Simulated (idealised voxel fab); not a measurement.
process module | voxel released beams
FYI the section here is cut, 245 nm wide, cells are 5 nm squares.
If you're reading a cross-section in this doc, picture square cells in a grid; it comes to you as bands, top ones listed first down to the bottom, and a band can be one or more rows of cells.
Read a band's entry like this: the first values are the height of its top and the height of its bottom in nm, and what follows is the sequence of materials from left to right, each with its width in nm. Note that "air" is empty space, and that a single material marked "full width" reaches across the band from edge to edge.
The reference from which all heights are counted is 0, the level beneath which the as-received wafer is entirely one material; the lowest band, having no lower bound, proceeds downward and is written after the example "top 0, no bottom".
Graded width ("30 to 40"): value in top row of band = first number; value in bottom row = second number; row-to-row change constant.
Given "nothing was modified" for a step, no cell of the cross-section differs between before and after that step.
Basically, "Enclosed cavity list" tells you about the enclosed voids: empty spaces with no open way to the top, 8 cells or bigger, each written width x height at distance, where distance is from the left edge, all in nm.
Read whatever lies past the settings on a step's line as the simulator's own remark about the step.
overlay nm: mask offset rightward from planned place, masked step; negative means leftward offset.
**Process steps - plan**
step 1: RECEIVE,material Si
step 2: CONFORMAL_DEP,material SiN,thk nm 10
step 3: DIRECTIONAL_DEP,material SiO2,thk nm 15
step 4: MASKED_ETCH,tone open,mask id ANCHOR,width nm 35,etch materials SiO2,depth nm 15,overlay nm 0
step 5: CONFORMAL_DEP,material W,thk nm 10
step 6: MASKED_ETCH,tone cover,mask id BEAM,width nm 85,etch materials W,depth nm 10,overlay nm 0
step 7: STRIP,etch materials SiO2
**First of two wafers, processed according to plan**
**This is the cross-section of the wafer as we received it, i.e. after step 1**
top 0, no bottom: Si full width
Enclosed cavity list: none
**State of the wafer after step 2, shown in cross-section**
top 10, bottom 0: SiN full width
Note: structure below 0 unchanged.
**State of the wafer after step 3, shown in cross-section**
top 25, bottom 10: SiO2 full width
Note: structure below 10 unchanged.
**State of the wafer after step 4, shown in cross-section**
top 25, bottom 10: SiO2 (80), air (35), SiO2 (130)
Note: structure below 10 unchanged.
**State of the wafer after step 5, shown in cross-section**
top 35, bottom 25: W (90), air (15), W (140)
top 25, bottom 20: SiO2 (80), W (10), air (15), W (10), SiO2 (130)
top 20, bottom 10: SiO2 (80), W (35), SiO2 (130)
Note: structure below 10 unchanged.
**State of the wafer after step 6, shown in cross-section**
top 35, bottom 25: air (75), W (15), air (15), W (55), air (85)
Note: structure below 25 unchanged.
**State of the wafer after step 7, shown in cross-section**
top 35, bottom 25: air (75), W (15), air (15), W (55), air (85)
top 25, bottom 20: air (80), W (10), air (15), W (10), air (130)
top 20, bottom 10: air (80), W (35), air (130)
Note: structure below 10 unchanged.
**The second wafer: identical to the first at the outset and in its planned sequence, differing only in that one mistake was made during processing; up to and including step 1, its path is the first wafer's path**
**The second wafer in cross-section, at the planned close of step 2**
top 15, bottom 0: SiO2 full width
Note: structure below 0 unchanged.
**The second wafer in cross-section, at the planned close of step 3**
top 25, bottom 15: SiN full width
Note: structure below 15 unchanged.
The second wafer in cross-section, at the planned close of step 4: nothing was modified
**The second wafer in cross-section, at the planned close of step 5**
top 35, bottom 25: W full width
Note: structure below 25 unchanged.
**The second wafer in cross-section, at the planned close of step 6**
top 35, bottom 25: air (75), W (85), air (85)
Note: structure below 25 unchanged.
The second wafer in cross-section, at the planned close of step 7: nothing was modified
It is concluded that the wafer was processed incorrectly with respect to the plan, in that the executed order of steps 2 and 3 is the reverse of that specified in the plan, each step having taken the other's position
The second wafer ends with more or fewer cells of some materials than the first, per final count: +147 SiO2, -12 W
